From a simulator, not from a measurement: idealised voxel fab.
voxel tone inversion: a process module
Each square cell in cross-section cut measures 5 nm, and the section as a whole is 230 nm wide.
This document writes a cross-section as a grid whose cells are square, and gives it as bands, listed from the top down; one or more rows of cells form a band. The band entry comprises the height of the band's top followed by the height of its bottom, expressed in nm, and subsequently the band's materials from left to right, each stated together with its width in nm. Where a single material is marked with the word "throughout", that material fills the band from edge to edge. The word "empty" represents empty space. The level at which height equals 0 is the one under which the wafer, as it arrives, is entirely one material. No lower edge exists for the bottom band, which continues downward and is notated as in "from 0 down". The expression "30 to 40" gives the width at the extremes of the band, the first number at its top row of cells and the second at its bottom row, with the width changing by equal amounts from each row to the next in between. The designation "nothing was modified", where it is given for a processing step, indicates that no cell of the cross-section was altered in the course of that step. Any empty space of 8 cells or more lacking an open way to the top shows up in "Sealed cavities" as width x height at distance, distance from the left edge, in nm. after a step's settings: what the simulator itself notes on the step. Steps that use a mask can have "overlay nm" on their line. It says how far the mask sat to the right of where it was meant to be. Negative means to the left.
-- Set out below are the planned steps of the process
1,RECEIVE (material Si)
2,CONFORMAL_DEP (material SiCN; thk nm 10)
3,DIRECTIONAL_DEP (material polySi; thk nm 20)
4,PATTERN (tone cover; mask id POSTS; material resist; width nm 20; pitch nm 40; thk nm 30; overlay nm 0)
5,DIRECTIONAL_ETCH (etch materials polySi; depth nm 20)
6,STRIP (etch materials resist)
7,FILL_DEP (material SiO2; thk nm 5)
8,CMP (height nm 30)
9,STRIP (etch materials polySi)
10,CONFORMAL_DEP (material TiN; thk nm 5)
11,FILL_DEP (material W; thk nm 5)
12,CMP (height nm 30)
13,CONFORMAL_DEP (material SiCN; thk nm 5)
-- Cross-section of the wafer upon arrival, representing the state reached after step 1
	from 0 down | Si throughout
	Sealed cavities: none
-- Cross-sectional image of the first of two wafers at the end of the module, the run having proceeded as planned
	from 35 to 30 | SiCN throughout
	from 30 to 15 | SiO2=85 / TiN=5 / W=10 / TiN=5 / SiO2=20 / TiN=5 / W=10 / TiN=5 / SiO2=85
	from 15 to 10 | SiO2=85 / TiN=20 / SiO2=20 / TiN=20 / SiO2=85
	from 10 to 0 | SiCN throughout
	from 0 down | Si throughout
	Sealed cavities: none
-- Cross-sectional image of the second wafer of the two following completion of the module. Starting state and process plan were the same as for the first wafer; one execution error occurred
	from 35 to 30 | SiCN throughout
	from 30 to 15 | SiO2=80 / TiN=5 / W=10 / TiN=5 / SiO2=20 / TiN=5 / W=10 / TiN=5 / SiO2=90
	from 15 to 10 | SiO2=80 / TiN=20 / SiO2=20 / TiN=20 / SiO2=90
	from 10 to 0 | SiCN throughout
	from 0 down | Si throughout
	Sealed cavities: none
Processing error: step 4 ran with different settings than intended, the actual operation and settings being PATTERN (tone cover; mask id POSTS; material resist; width nm 20; pitch nm 40; thk nm 30; overlay nm -5)
Matching per-material cell counts, mismatched positions: that is how the second wafer compares with the first at the end.
